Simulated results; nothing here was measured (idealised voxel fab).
Process module name: voxel wiring stack
Square cells of 5 nm make up the cross-section cut, whose width is 170 nm.
Format of a cross-section: grid, square cells. Given as bands. Order: top down. Band: one or more rows of cells.
Read a band's entry like this: the first values are the height of its top and the height of its bottom in nm, and what follows is the sequence of materials from left to right, each with its width in nm. Note that "blank" is empty space, and that a single material marked "all across" reaches across the band from edge to edge.
All heights in this document are referenced to 0, defined as the level beneath which the wafer, as received, consists entirely of one material. The lowest band is not bounded below; it extends indefinitely downward and is written in the form "0 down".
When a width is written as two numbers, as in "30 to 40", the first number is the width in the top row of cells of the band and the second is the width in its bottom row, and the width changes by the same amount from each row to the next.
You'll sometimes find "nothing was modified" written for a step, and that's the way of saying that nowhere in the cross-section did a cell change during that step.
If an empty space has no open way to the top and is at least 8 cells in size, "closed voids" lists it, written width x height at distance, where distance is measured from the left edge and every value is in nm.
Post-settings text on a step line: simulator's own remark regarding the step.
"overlay nm" answers the question of how far to the right of plan the mask lay on a step that has a mask, and when it is negative the answer is to the left.
Heads up before you read on: it's before/after pairs around one process step each, after side only down to the lowest band that changed, step plus settings under the pair. Pairs can be from different runs of this module, same starting wafer, so only chain a pair onto the one above if its "Before the process" entry says so.

Before the process
* 0 down | Si all across
* closed voids: none

Cross-Section After Step
* 10 to 0 | SiO2 all across
* below 0: unchanged
* closed voids: none
Before/after cross-sections above; step in between: CONFORMAL_DEP: material SiO2, thk nm 10

Before the process: refer to the pair immediately above; the cross-section shown after its step is the state before this one.

Cross-Section After Step
* 15 to 10 | SiN all across
* below 10: unchanged
* closed voids: none
Before/after cross-sections above; step in between: CONFORMAL_DEP: material SiN, thk nm 5

Before the process: refer to the pair immediately above; the cross-section shown after its step is the state before this one.

Cross-Section After Step
* 30 to 15 | lowk all across
* below 15: unchanged
* closed voids: none
Before/after cross-sections above; step in between: DIRECTIONAL_DEP: material lowk, thk nm 15

Before the process: refer to the pair immediately above; the cross-section shown after its step is the state before this one.

Cross-Section After Step
* 50 to 30 | resist (20) / blank (20) / resist (15) / blank (20) / resist (15) / blank (20) / resist (15) / blank (20) / resist (25)
* below 30: unchanged
* closed voids: none
Before/after cross-sections above; step in between: PATTERN: tone open, mask id METAL_1, material resist, width nm 20, pitch nm 35, thk nm 20, overlay nm 0

Before the process: refer to the pair immediately above; the cross-section shown after its step is the state before this one.

Cross-Section After Step
* 50 to 30 | resist (20) / blank (20) / resist (15) / blank (20) / resist (15) / blank (20) / resist (15) / blank (20) / resist (25)
* 30 to 15 | lowk (20) / blank (20) / lowk (15) / blank (20) / lowk (15) / blank (20) / lowk (15) / blank (20) / lowk (25)
* below 15: unchanged
* closed voids: none
Before/after cross-sections above; step in between: DIRECTIONAL_ETCH: etch materials lowk, depth nm 15

Before the process: refer to the pair immediately above; the cross-section shown after its step is the state before this one.

Cross-Section After Step
* 50 to 30 | resist (20) / blank (20) / resist (15) / blank (20) / resist (15) / blank (20) / resist (15) / blank (20) / resist (25)
* 30 to 15 | lowk (20) / blank (20) / lowk (15) / blank (20) / lowk (15) / blank (20) / lowk (15) / blank (20) / lowk (25)
* 15 to 10 | SiN (20) / blank (20) / SiN (15) / blank (20) / SiN (15) / blank (20) / SiN (15) / blank (20) / SiN (25)
* below 10: unchanged
* closed voids: none
Before/after cross-sections above; step in between: DIRECTIONAL_ETCH: etch materials SiN, depth nm 5

Before the process: refer to the pair immediately above; the cross-section shown after its step is the state before this one.

Cross-Section After Step
* 30 to 15 | lowk (20) / blank (20) / lowk (15) / blank (20) / lowk (15) / blank (20) / lowk (15) / blank (20) / lowk (25)
* below 15: unchanged
* closed voids: none
Before/after cross-sections above; step in between: STRIP: etch materials resist

Before the process: refer to the pair immediately above; the cross-section shown after its step is the state before this one.

Cross-Section After Step
* 35 to 30 | TiN (25) / blank (10) / TiN (25) / blank (10) / TiN (25) / blank (10) / TiN (25) / blank (10) / TiN (30)
* 30 to 15 | lowk (20) / TiN (5) / blank (10) / TiN (5) / lowk (15) / TiN (5) / blank (10) / TiN (5) / lowk (15) / TiN (5) / blank (10) / TiN (5) / lowk (15) / TiN (5) / blank (10) / TiN (5) / lowk (25)
* 15 to 10 | SiN (20) / TiN (20) / SiN (15) / TiN (20) / SiN (15) / TiN (20) / SiN (15) / TiN (20) / SiN (25)
* below 10: unchanged
* closed voids: none
Before/after cross-sections above; step in between: CONFORMAL_DEP: material TiN, thk nm 5

Before the process: refer to the pair immediately above; the cross-section shown after its step is the state before this one.

Cross-Section After Step
* 45 to 35 | Ru all across
* 35 to 30 | TiN (25) / Ru (10) / TiN (25) / Ru (10) / TiN (25) / Ru (10) / TiN (25) / Ru (10) / TiN (30)
* 30 to 15 | lowk (20) / TiN (5) / Ru (10) / TiN (5) / lowk (15) / TiN (5) / Ru (10) / TiN (5) / lowk (15) / TiN (5) / Ru (10) / TiN (5) / lowk (15) / TiN (5) / Ru (10) / TiN (5) / lowk (25)
* below 15: unchanged
* closed voids: none
Before/after cross-sections above; step in between: FILL_DEP: material Ru, thk nm 10

Before the process: refer to the pair immediately above; the cross-section shown after its step is the state before this one.

Cross-Section After Step
* 30 to 15 | lowk (20) / TiN (5) / Ru (10) / TiN (5) / lowk (15) / TiN (5) / Ru (10) / TiN (5) / lowk (15) / TiN (5) / Ru (10) / TiN (5) / lowk (15) / TiN (5) / Ru (10) / TiN (5) / lowk (25)
* below 15: unchanged
* closed voids: none
Before/after cross-sections above; step in between: CMP: height nm 30

Before the process: refer to the pair immediately above; the cross-section shown after its step is the state before this one.

Cross-Section After Step
* 35 to 30 | blank (15) / Ru (30) / blank (5) / Ru (30) / blank (5) / Ru (30) / blank (5) / Ru (30) / blank (20)
* below 30: unchanged
* closed voids: none
Before/after cross-sections above; step in between: EPI: material Ru, thk nm 5

Before the process: refer to the pair immediately above; the cross-section shown after its step is the state before this one.

Cross-Section After Step
* 40 to 35 | SiCN all across
* 35 to 30 | SiCN (15) / Ru (30) / SiCN (5) / Ru (30) / SiCN (5) / Ru (30) / SiCN (5) / Ru (30) / SiCN (20)
* below 30: unchanged
* closed voids: none
Before/after cross-sections above; step in between: FILL_DEP: material SiCN, thk nm 5

Before the process: refer to the pair immediately above; the cross-section shown after its step is the state before this one.

Cross-Section After Step
* 50 to 40 | SiO2 all across
* below 40: unchanged
* closed voids: none
Before/after cross-sections above; step in between: DIRECTIONAL_DEP: material SiO2, thk nm 10

Before the process: refer to the pair immediately above; the cross-section shown after its step is the state before this one.

Cross-Section After Step
* 65 to 50 | aC all across
* below 50: unchanged
* closed voids: none
Before/after cross-sections above; step in between: DIRECTIONAL_DEP: material aC, thk nm 15

Before the process: refer to the pair immediately above; the cross-section shown after its step is the state before this one.

Cross-Section After Step
* 100 to 65 | resist (20) / blank (15) / resist (20) / blank (15) / resist (20) / blank (15) / resist (20) / blank (15) / resist (30)
* below 65: unchanged
* closed voids: none
Before/after cross-sections above; step in between: PATTERN: tone open, mask id PLUG_1, material resist, width nm 15, pitch nm 35, thk nm 35, overlay nm 0

Before the process: refer to the pair immediately above; the cross-section shown after its step is the state before this one.

Cross-Section After Step
* 85 to 65 | resist (20) / blank (15) / resist (20) / blank (15) / resist (20) / blank (15) / resist (20) / blank (15) / resist (30)
* 65 to 50 | aC (20) / blank (15) / aC (20) / blank (15) / aC (20) / blank (15) / aC (20) / blank (15) / aC (30)
* below 50: unchanged
* closed voids: none
Before/after cross-sections above; step in between: DIRECTIONAL_ETCH: etch materials aC, depth nm 15

Before the process: refer to the pair immediately above; the cross-section shown after its step is the state before this one.

Cross-Section After Step
* 65 to 50 | aC (20) / blank (15) / aC (20) / blank (15) / aC (20) / blank (15) / aC (20) / blank (15) / aC (30)
* below 50: unchanged
* closed voids: none
Before/after cross-sections above; step in between: STRIP: etch materials resist

Before the process: refer to the pair immediately above; the cross-section shown after its step is the state before this one.

Cross-Section After Step
* 65 to 50 | aC (20) / blank (15) / aC (20) / blank (15) / aC (20) / blank (15) / aC (20) / blank (15) / aC (30)
* 50 to 40 | SiO2 (20) / blank (15) / SiO2 (20) / blank (15) / SiO2 (20) / blank (15) / SiO2 (20) / blank (15) / SiO2 (30)
* below 40: unchanged
* closed voids: none
Before/after cross-sections above; step in between: DIRECTIONAL_ETCH: etch materials SiO2, depth nm 10

Before the process: refer to the pair immediately above; the cross-section shown after its step is the state before this one.

Cross-Section After Step
* 65 to 50 | aC (20) / blank (15) / aC (20) / blank (15) / aC (20) / blank (15) / aC (20) / blank (15) / aC (30)
* 50 to 40 | SiO2 (20) / blank (15) / SiO2 (20) / blank (15) / SiO2 (20) / blank (15) / SiO2 (20) / blank (15) / SiO2 (30)
* 40 to 35 | SiCN (20) / blank (15) / SiCN (20) / blank (15) / SiCN (20) / blank (15) / SiCN (20) / blank (15) / SiCN (30)
* below 35: unchanged
* closed voids: none
Before/after cross-sections above; step in between: DIRECTIONAL_ETCH: etch materials SiCN, depth nm 5

Before the process: refer to the pair immediately above; the cross-section shown after its step is the state before this one.

Cross-Section After Step
* 50 to 40 | SiO2 (20) / blank (15) / SiO2 (20) / blank (15) / SiO2 (20) / blank (15) / SiO2 (20) / blank (15) / SiO2 (30)
* below 40: unchanged
* closed voids: none
Before/after cross-sections above; step in between: STRIP: etch materials aC

Before the process: refer to the pair immediately above; the cross-section shown after its step is the state before this one.

Cross-Section After Step
* 50 to 45 | SiO2 (20) / blank (15) / SiO2 (20) / blank (15) / SiO2 (20) / blank (15) / SiO2 (20) / blank (15) / SiO2 (30)
* 45 to 40 | SiO2 (20) / Ru (15) / SiO2 (20) / Ru (15) / SiO2 (20) / Ru (15) / SiO2 (20) / Ru (15) / SiO2 (30)
* 40 to 30 | SiCN (20 to 15) / Ru (15 to 30) / SiCN (20 to 5) / Ru (15 to 30) / SiCN (20 to 5) / Ru (15 to 30) / SiCN (20 to 5) / Ru (15 to 30) / SiCN (30 to 20)
* below 30: unchanged
* closed voids: none
Before/after cross-sections above; step in between: EPI: material Ru, thk nm 10

Before the process: refer to the pair immediately above; the cross-section shown after its step is the state before this one.

Cross-Section After Step
* 50 to 40 | SiO2 (20) / Ru (15) / SiO2 (20) / Ru (15) / SiO2 (20) / Ru (15) / SiO2 (20) / Ru (15) / SiO2 (30)
* below 40: unchanged
* closed voids: none
Before/after cross-sections above; step in between: EPI: material Ru, thk nm 5

Before the process: refer to the pair immediately above; the cross-section shown after its step is the state before this one.

Cross-Section After Step
* 55 to 50 | SiN all across
* below 50: unchanged
* closed voids: none
Before/after cross-sections above; step in between: CONFORMAL_DEP: material SiN, thk nm 5

Before the process: refer to the pair immediately above; the cross-section shown after its step is the state before this one.

Cross-Section After Step
* 70 to 55 | lowk all across
* below 55: unchanged
* closed voids: none
Before/after cross-sections above; step in between: DIRECTIONAL_DEP: material lowk, thk nm 15

Before the process: refer to the pair immediately above; the cross-section shown after its step is the state before this one.

Cross-Section After Step
* 70 to 55 | lowk (20) / blank (20) / lowk (15) / blank (20) / lowk (15) / blank (20) / lowk (15) / blank (20) / lowk (25)
* below 55: unchanged
* closed voids: none
Before/after cross-sections above; step in between: MASKED_ETCH: tone open, mask id METAL_2, width nm 20, pitch nm 35, etch materials lowk, depth nm 15, overlay nm 0

Before the process: refer to the pair immediately above; the cross-section shown after its step is the state before this one.

Cross-Section After Step
* 70 to 55 | lowk (20) / blank (20) / lowk (15) / blank (20) / lowk (15) / blank (20) / lowk (15) / blank (20) / lowk (25)
* 55 to 50 | SiN (20) / blank (20) / SiN (15) / blank (20) / SiN (15) / blank (20) / SiN (15) / blank (20) / SiN (25)
* below 50: unchanged
* closed voids: none
Before/after cross-sections above; step in between: MASKED_ETCH: tone open, mask id METAL_2, width nm 20, pitch nm 35, etch materials SiN, depth nm 5, overlay nm 0

Before the process: refer to the pair immediately above; the cross-section shown after its step is the state before this one.

Cross-Section After Step
* 75 to 70 | TiN (25) / blank (10) / TiN (25) / blank (10) / TiN (25) / blank (10) / TiN (25) / blank (10) / TiN (30)
* 70 to 55 | lowk (20) / TiN (5) / blank (10) / TiN (5) / lowk (15) / TiN (5) / blank (10) / TiN (5) / lowk (15) / TiN (5) / blank (10) / TiN (5) / lowk (15) / TiN (5) / blank (10) / TiN (5) / lowk (25)
* 55 to 50 | SiN (20) / TiN (20) / SiN (15) / TiN (20) / SiN (15) / TiN (20) / SiN (15) / TiN (20) / SiN (25)
* below 50: unchanged
* closed voids: none
Before/after cross-sections above; step in between: CONFORMAL_DEP: material TiN, thk nm 5

Before the process: refer to the pair immediately above; the cross-section shown after its step is the state before this one.

Cross-Section After Step
* 80 to 75 | W all across
* 75 to 70 | TiN (25) / W (10) / TiN (25) / W (10) / TiN (25) / W (10) / TiN (25) / W (10) / TiN (30)
* 70 to 55 | lowk (20) / TiN (5) / W (10) / TiN (5) / lowk (15) / TiN (5) / W (10) / TiN (5) / lowk (15) / TiN (5) / W (10) / TiN (5) / lowk (15) / TiN (5) / W (10) / TiN (5) / lowk (25)
* below 55: unchanged
* closed voids: none
Before/after cross-sections above; step in between: FILL_DEP: material W, thk nm 5

Before the process: refer to the pair immediately above; the cross-section shown after its step is the state before this one.

Cross-Section After Step
* 70 to 55 | lowk (20) / TiN (5) / W (10) / TiN (5) / lowk (15) / TiN (5) / W (10) / TiN (5) / lowk (15) / TiN (5) / W (10) / TiN (5) / lowk (15) / TiN (5) / W (10) / TiN (5) / lowk (25)
* below 55: unchanged
* closed voids: none
Before/after cross-sections above; step in between: CMP: height nm 70

Before the process: refer to the pair immediately above; the cross-section shown after its step is the state before this one.

Cross-Section After Step
* 75 to 70 | blank (15) / Ru (30) / blank (5) / Ru (30) / blank (5) / Ru (30) / blank (5) / Ru (30) / blank (20)
* below 70: unchanged
* closed voids: none
Before/after cross-sections above; step in between: EPI: material Ru, thk nm 5

Before the process: refer to the pair immediately above; the cross-section shown after its step is the state before this one.

Cross-Section After Step
* 80 to 75 | SiCN all across
* 75 to 70 | SiCN (15) / Ru (30) / SiCN (5) / Ru (30) / SiCN (5) / Ru (30) / SiCN (5) / Ru (30) / SiCN (20)
* below 70: unchanged
* closed voids: none
Before/after cross-sections above; step in between: FILL_DEP: material SiCN, thk nm 5

Before the process: refer to the pair immediately above; the cross-section shown after its step is the state before this one.

Cross-Section After Step
* 110 to 80 | SiO2 all across
* below 80: unchanged
* closed voids: none
Before/after cross-sections above; step in between: DIRECTIONAL_DEP: material SiO2, thk nm 30

Before the process: refer to the pair immediately above; the cross-section shown after its step is the state before this one.

Cross-Section After Step
* 110 to 95 | SiO2 (20) / blank (20) / SiO2 (15) / blank (20) / SiO2 (15) / blank (20) / SiO2 (15) / blank (20) / SiO2 (25)
* below 95: unchanged
* closed voids: none
Before/after cross-sections above; step in between: MASKED_ETCH: tone open, mask id METAL_3, width nm 20, pitch nm 35, etch materials SiO2, depth nm 15, overlay nm 0

Before the process: refer to the pair immediately above; the cross-section shown after its step is the state before this one.

Cross-Section After Step
* 125 to 110 | resist (20) / blank (15) / resist (20) / blank (15) / resist (20) / blank (15) / resist (20) / blank (15) / resist (30)
* 110 to 95 | SiO2 (20) / blank (15) / resist (5) / SiO2 (15) / blank (15) / resist (5) / SiO2 (15) / blank (15) / resist (5) / SiO2 (15) / blank (15) / resist (5) / SiO2 (25)
* below 95: unchanged
* closed voids: none
Before/after cross-sections above; step in between: PATTERN: tone open, mask id METAL_3_HOLES, material resist, width nm 15, pitch nm 35, thk nm 15, overlay nm 0

Before the process: refer to the pair immediately above; the cross-section shown after its step is the state before this one.

Cross-Section After Step
* 125 to 110 | resist (20) / blank (15) / resist (20) / blank (15) / resist (20) / blank (15) / resist (20) / blank (15) / resist (30)
* 110 to 95 | SiO2 (20) / blank (15) / resist (5) / SiO2 (15) / blank (15) / resist (5) / SiO2 (15) / blank (15) / resist (5) / SiO2 (15) / blank (15) / resist (5) / SiO2 (25)
* 95 to 80 | SiO2 (20) / blank (15) / SiO2 (20) / blank (15) / SiO2 (20) / blank (15) / SiO2 (20) / blank (15) / SiO2 (30)
* below 80: unchanged
* closed voids: none
Before/after cross-sections above; step in between: DIRECTIONAL_ETCH: etch materials SiO2, depth nm 15

Before the process: refer to the pair immediately above; the cross-section shown after its step is the state before this one.

Cross-Section After Step
* 125 to 110 | resist (20) / blank (15) / resist (20) / blank (15) / resist (20) / blank (15) / resist (20) / blank (15) / resist (30)
* 110 to 95 | SiO2 (20) / blank (15) / resist (5) / SiO2 (15) / blank (15) / resist (5) / SiO2 (15) / blank (15) / resist (5) / SiO2 (15) / blank (15) / resist (5) / SiO2 (25)
* 95 to 80 | SiO2 (20) / blank (15) / SiO2 (20) / blank (15) / SiO2 (20) / blank (15) / SiO2 (20) / blank (15) / SiO2 (30)
* 80 to 75 | SiCN (20) / blank (15) / SiCN (20) / blank (15) / SiCN (20) / blank (15) / SiCN (20) / blank (15) / SiCN (30)
* below 75: unchanged
* closed voids: none
Before/after cross-sections above; step in between: DIRECTIONAL_ETCH: etch materials SiCN, depth nm 5

Before the process: refer to the pair immediately above; the cross-section shown after its step is the state before this one.

Cross-Section After Step
* 110 to 95 | SiO2 (20) / blank (20) / SiO2 (15) / blank (20) / SiO2 (15) / blank (20) / SiO2 (15) / blank (20) / SiO2 (25)
* below 95: unchanged
* closed voids: none
Before/after cross-sections above; step in between: STRIP: etch materials resist

Before the process: refer to the pair immediately above; the cross-section shown after its step is the state before this one.

Cross-Section After Step
* 115 to 110 | TiN (25) / blank (10) / TiN (25) / blank (10) / TiN (25) / blank (10) / TiN (25) / blank (10) / TiN (30)
* 110 to 100 | SiO2 (20) / TiN (5) / blank (10) / TiN (5) / SiO2 (15) / TiN (5) / blank (10) / TiN (5) / SiO2 (15) / TiN (5) / blank (10) / TiN (5) / SiO2 (15) / TiN (5) / blank (10) / TiN (5) / SiO2 (25)
* 100 to 95 | SiO2 (20) / TiN (5) / blank (5) / TiN (10) / SiO2 (15) / TiN (5) / blank (5) / TiN (10) / SiO2 (15) / TiN (5) / blank (5) / TiN (10) / SiO2 (15) / TiN (5) / blank (5) / TiN (10) / SiO2 (25)
* 95 to 80 | SiO2 (20) / TiN (5) / blank (5) / TiN (5) / SiO2 (20) / TiN (5) / blank (5) / TiN (5) / SiO2 (20) / TiN (5) / blank (5) / TiN (5) / SiO2 (20) / TiN (5) / blank (5) / TiN (5) / SiO2 (30)
* 80 to 75 | SiCN (20) / TiN (15) / SiCN (20) / TiN (15) / SiCN (20) / TiN (15) / SiCN (20) / TiN (15) / SiCN (30)
* below 75: unchanged
* closed voids: none
Before/after cross-sections above; step in between: CONFORMAL_DEP: material TiN, thk nm 5

Before the process: refer to the pair immediately above; the cross-section shown after its step is the state before this one.

Cross-Section After Step
* 125 to 115 | Ru all across
* 115 to 110 | TiN (25) / Ru (10) / TiN (25) / Ru (10) / TiN (25) / Ru (10) / TiN (25) / Ru (10) / TiN (30)
* 110 to 100 | SiO2 (20) / TiN (5) / Ru (10) / TiN (5) / SiO2 (15) / TiN (5) / Ru (10) / TiN (5) / SiO2 (15) / TiN (5) / Ru (10) / TiN (5) / SiO2 (15) / TiN (5) / Ru (10) / TiN (5) / SiO2 (25)
* 100 to 95 | SiO2 (20) / TiN (5) / Ru (5) / TiN (10) / SiO2 (15) / TiN (5) / Ru (5) / TiN (10) / SiO2 (15) / TiN (5) / Ru (5) / TiN (10) / SiO2 (15) / TiN (5) / Ru (5) / TiN (10) / SiO2 (25)
* 95 to 80 | SiO2 (20) / TiN (5) / Ru (5) / TiN (5) / SiO2 (20) / TiN (5) / Ru (5) / TiN (5) / SiO2 (20) / TiN (5) / Ru (5) / TiN (5) / SiO2 (20) / TiN (5) / Ru (5) / TiN (5) / SiO2 (30)
* below 80: unchanged
* closed voids: none
Before/after cross-sections above; step in between: FILL_DEP: material Ru, thk nm 10

Before the process: refer to the pair immediately above; the cross-section shown after its step is the state before this one.

Cross-Section After Step
* 110 to 100 | SiO2 (20) / TiN (5) / Ru (10) / TiN (5) / SiO2 (15) / TiN (5) / Ru (10) / TiN (5) / SiO2 (15) / TiN (5) / Ru (10) / TiN (5) / SiO2 (15) / TiN (5) / Ru (10) / TiN (5) / SiO2 (25)
* below 100: unchanged
* closed voids: none
Before/after cross-sections above; step in between: CMP: height nm 110

Before the process: refer to the pair immediately above; the cross-section shown after its step is the state before this one.

Cross-Section After Step
* 115 to 110 | SiN all across
* below 110: unchanged
* closed voids: none
Before/after cross-sections above; step in between: CONFORMAL_DEP: material SiN, thk nm 5

Before the process
* 0 down | Si all across
* closed voids: none

Cross-Section After Step
* 5 to 0 | SiN all across
* below 0: unchanged
* closed voids: none
Before/after cross-sections above; step in between: CONFORMAL_DEP: material SiN, thk nm 5

Before the process: refer to the pair immediately above; the cross-section shown after its step is the state before this one.

Cross-Section After Step
* 20 to 5 | lowk all across
* below 5: unchanged
* closed voids: none
Before/after cross-sections above; step in between: DIRECTIONAL_DEP: material lowk, thk nm 15

Before the process: refer to the pair immediately above; the cross-section shown after its step is the state before this one.

Cross-Section After Step
* 40 to 20 | resist (20) / blank (20) / resist (15) / blank (20) / resist (15) / blank (20) / resist (15) / blank (20) / resist (25)
* below 20: unchanged
* closed voids: none
Before/after cross-sections above; step in between: PATTERN: tone open, mask id METAL_1, material resist, width nm 20, pitch nm 35, thk nm 20, overlay nm 0

Before the process: refer to the pair immediately above; the cross-section shown after its step is the state before this one.

Cross-Section After Step
* 40 to 20 | resist (20) / blank (20) / resist (15) / blank (20) / resist (15) / blank (20) / resist (15) / blank (20) / resist (25)
* 20 to 5 | lowk (20) / blank (20) / lowk (15) / blank (20) / lowk (15) / blank (20) / lowk (15) / blank (20) / lowk (25)
* below 5: unchanged
* closed voids: none
Before/after cross-sections above; step in between: DIRECTIONAL_ETCH: etch materials lowk, depth nm 15

Before the process: refer to the pair immediately above; the cross-section shown after its step is the state before this one.

Cross-Section After Step
* 40 to 20 | resist (20) / blank (20) / resist (15) / blank (20) / resist (15) / blank (20) / resist (15) / blank (20) / resist (25)
* 20 to 5 | lowk (20) / blank (20) / lowk (15) / blank (20) / lowk (15) / blank (20) / lowk (15) / blank (20) / lowk (25)
* 5 to 0 | SiN (20) / blank (20) / SiN (15) / blank (20) / SiN (15) / blank (20) / SiN (15) / blank (20) / SiN (25)
* below 0: unchanged
* closed voids: none
Before/after cross-sections above; step in between: DIRECTIONAL_ETCH: etch materials SiN, depth nm 5

Before the process: refer to the pair immediately above; the cross-section shown after its step is the state before this one.

Cross-Section After Step
* 20 to 5 | lowk (20) / blank (20) / lowk (15) / blank (20) / lowk (15) / blank (20) / lowk (15) / blank (20) / lowk (25)
* below 5: unchanged
* closed voids: none
Before/after cross-sections above; step in between: STRIP: etch materials resist

Before the process: refer to the pair immediately above; the cross-section shown after its step is the state before this one.

Cross-Section After Step
* 25 to 20 | TiN (25) / blank (10) / TiN (25) / blank (10) / TiN (25) / blank (10) / TiN (25) / blank (10) / TiN (30)
* 20 to 5 | lowk (20) / TiN (5) / blank (10) / TiN (5) / lowk (15) / TiN (5) / blank (10) / TiN (5) / lowk (15) / TiN (5) / blank (10) / TiN (5) / lowk (15) / TiN (5) / blank (10) / TiN (5) / lowk (25)
* 5 to 0 | SiN (20) / TiN (20) / SiN (15) / TiN (20) / SiN (15) / TiN (20) / SiN (15) / TiN (20) / SiN (25)
* below 0: unchanged
* closed voids: none
Before/after cross-sections above; step in between: CONFORMAL_DEP: material TiN, thk nm 5

Before the process: refer to the pair immediately above; the cross-section shown after its step is the state before this one.

Cross-Section After Step
* 35 to 25 | Ru all across
* 25 to 20 | TiN (25) / Ru (10) / TiN (25) / Ru (10) / TiN (25) / Ru (10) / TiN (25) / Ru (10) / TiN (30)
* 20 to 5 | lowk (20) / TiN (5) / Ru (10) / TiN (5) / lowk (15) / TiN (5) / Ru (10) / TiN (5) / lowk (15) / TiN (5) / Ru (10) / TiN (5) / lowk (15) / TiN (5) / Ru (10) / TiN (5) / lowk (25)
* below 5: unchanged
* closed voids: none
Before/after cross-sections above; step in between: FILL_DEP: material Ru, thk nm 10

Before the process: refer to the pair immediately above; the cross-section shown after its step is the state before this one.

Cross-Section After Step
* 30 to 25 | Ru all across
* below 25: unchanged
* closed voids: none
Before/after cross-sections above; step in between: CMP: height nm 30

Before the process: refer to the pair immediately above; the cross-section shown after its step is the state before this one.

Cross-Section After Step
* 35 to 25 | Ru all across
* below 25: unchanged
* closed voids: none
Before/after cross-sections above; step in between: EPI: material Ru, thk nm 5

Before the process: refer to the pair immediately above; the cross-section shown after its step is the state before this one.

Cross-Section After Step
* 40 to 35 | SiCN all across
* below 35: unchanged
* closed voids: none
Before/after cross-sections above; step in between: FILL_DEP: material SiCN, thk nm 5

Before the process: refer to the pair immediately above; the cross-section shown after its step is the state before this one.

Cross-Section After Step
* 50 to 40 | SiO2 all across
* below 40: unchanged
* closed voids: none
Before/after cross-sections above; step in between: DIRECTIONAL_DEP: material SiO2, thk nm 10

Before the process: refer to the pair immediately above; the cross-section shown after its step is the state before this one.

Cross-Section After Step
* 65 to 50 | aC all across
* below 50: unchanged
* closed voids: none
Before/after cross-sections above; step in between: DIRECTIONAL_DEP: material aC, thk nm 15

Before the process: refer to the pair immediately above; the cross-section shown after its step is the state before this one.

Cross-Section After Step
* 100 to 65 | resist (20) / blank (15) / resist (20) / blank (15) / resist (20) / blank (15) / resist (20) / blank (15) / resist (30)
* below 65: unchanged
* closed voids: none
Before/after cross-sections above; step in between: PATTERN: tone open, mask id PLUG_1, material resist, width nm 15, pitch nm 35, thk nm 35, overlay nm 0

Before the process: refer to the pair immediately above; the cross-section shown after its step is the state before this one.

Cross-Section After Step
* 85 to 65 | resist (20) / blank (15) / resist (20) / blank (15) / resist (20) / blank (15) / resist (20) / blank (15) / resist (30)
* 65 to 50 | aC (20) / blank (15) / aC (20) / blank (15) / aC (20) / blank (15) / aC (20) / blank (15) / aC (30)
* below 50: unchanged
* closed voids: none
Before/after cross-sections above; step in between: DIRECTIONAL_ETCH: etch materials aC, depth nm 15

Before the process: refer to the pair immediately above; the cross-section shown after its step is the state before this one.

Cross-Section After Step
* 65 to 50 | aC (20) / blank (15) / aC (20) / blank (15) / aC (20) / blank (15) / aC (20) / blank (15) / aC (30)
* below 50: unchanged
* closed voids: none
Before/after cross-sections above; step in between: STRIP: etch materials resist

Before the process: refer to the pair immediately above; the cross-section shown after its step is the state before this one.

Cross-Section After Step
* 65 to 50 | aC (20) / blank (15) / aC (20) / blank (15) / aC (20) / blank (15) / aC (20) / blank (15) / aC (30)
* 50 to 40 | SiO2 (20) / blank (15) / SiO2 (20) / blank (15) / SiO2 (20) / blank (15) / SiO2 (20) / blank (15) / SiO2 (30)
* below 40: unchanged
* closed voids: none
Before/after cross-sections above; step in between: DIRECTIONAL_ETCH: etch materials SiO2, depth nm 10

Before the process: refer to the pair immediately above; the cross-section shown after its step is the state before this one.

Cross-Section After Step
* 65 to 50 | aC (20) / blank (15) / aC (20) / blank (15) / aC (20) / blank (15) / aC (20) / blank (15) / aC (30)
* 50 to 40 | SiO2 (20) / blank (15) / SiO2 (20) / blank (15) / SiO2 (20) / blank (15) / SiO2 (20) / blank (15) / SiO2 (30)
* 40 to 35 | SiCN (20) / blank (15) / SiCN (20) / blank (15) / SiCN (20) / blank (15) / SiCN (20) / blank (15) / SiCN (30)
* below 35: unchanged
* closed voids: none
Before/after cross-sections above; step in between: DIRECTIONAL_ETCH: etch materials SiCN, depth nm 5

Before the process: refer to the pair immediately above; the cross-section shown after its step is the state before this one.

Cross-Section After Step
* 50 to 40 | SiO2 (20) / blank (15) / SiO2 (20) / blank (15) / SiO2 (20) / blank (15) / SiO2 (20) / blank (15) / SiO2 (30)
* below 40: unchanged
* closed voids: none
Before/after cross-sections above; step in between: STRIP: etch materials aC

Before the process: refer to the pair immediately above; the cross-section shown after its step is the state before this one.

Cross-Section After Step
* 50 to 45 | SiO2 (20) / blank (15) / SiO2 (20) / blank (15) / SiO2 (20) / blank (15) / SiO2 (20) / blank (15) / SiO2 (30)
* 45 to 40 | SiO2 (20) / Ru (15) / SiO2 (20) / Ru (15) / SiO2 (20) / Ru (15) / SiO2 (20) / Ru (15) / SiO2 (30)
* 40 to 35 | SiCN (20) / Ru (15) / SiCN (20) / Ru (15) / SiCN (20) / Ru (15) / SiCN (20) / Ru (15) / SiCN (30)
* below 35: unchanged
* closed voids: none
Before/after cross-sections above; step in between: EPI: material Ru, thk nm 10

Before the process: refer to the pair immediately above; the cross-section shown after its step is the state before this one.

Cross-Section After Step
* 50 to 40 | SiO2 (20) / Ru (15) / SiO2 (20) / Ru (15) / SiO2 (20) / Ru (15) / SiO2 (20) / Ru (15) / SiO2 (30)
* below 40: unchanged
* closed voids: none
Before/after cross-sections above; step in between: EPI: material Ru, thk nm 5

Before the process: refer to the pair immediately above; the cross-section shown after its step is the state before this one.

Cross-Section After Step
* 55 to 50 | SiN all across
* below 50: unchanged
* closed voids: none
Before/after cross-sections above; step in between: CONFORMAL_DEP: material SiN, thk nm 5

Before the process: refer to the pair immediately above; the cross-section shown after its step is the state before this one.

Cross-Section After Step
* 70 to 55 | lowk all across
* below 55: unchanged
* closed voids: none
Before/after cross-sections above; step in between: DIRECTIONAL_DEP: material lowk, thk nm 15

Before the process: refer to the pair immediately above; the cross-section shown after its step is the state before this one.

Cross-Section After Step
* 70 to 55 | lowk (20) / blank (20) / lowk (15) / blank (20) / lowk (15) / blank (20) / lowk (15) / blank (20) / lowk (25)
* below 55: unchanged
* closed voids: none
Before/after cross-sections above; step in between: MASKED_ETCH: tone open, mask id METAL_2, width nm 20, pitch nm 35, etch materials lowk, depth nm 15, overlay nm 0

Before the process: refer to the pair immediately above; the cross-section shown after its step is the state before this one.

Cross-Section After Step
* 70 to 55 | lowk (20) / blank (20) / lowk (15) / blank (20) / lowk (15) / blank (20) / lowk (15) / blank (20) / lowk (25)
* 55 to 50 | SiN (20) / blank (20) / SiN (15) / blank (20) / SiN (15) / blank (20) / SiN (15) / blank (20) / SiN (25)
* below 50: unchanged
* closed voids: none
Before/after cross-sections above; step in between: MASKED_ETCH: tone open, mask id METAL_2, width nm 20, pitch nm 35, etch materials SiN, depth nm 5, overlay nm 0
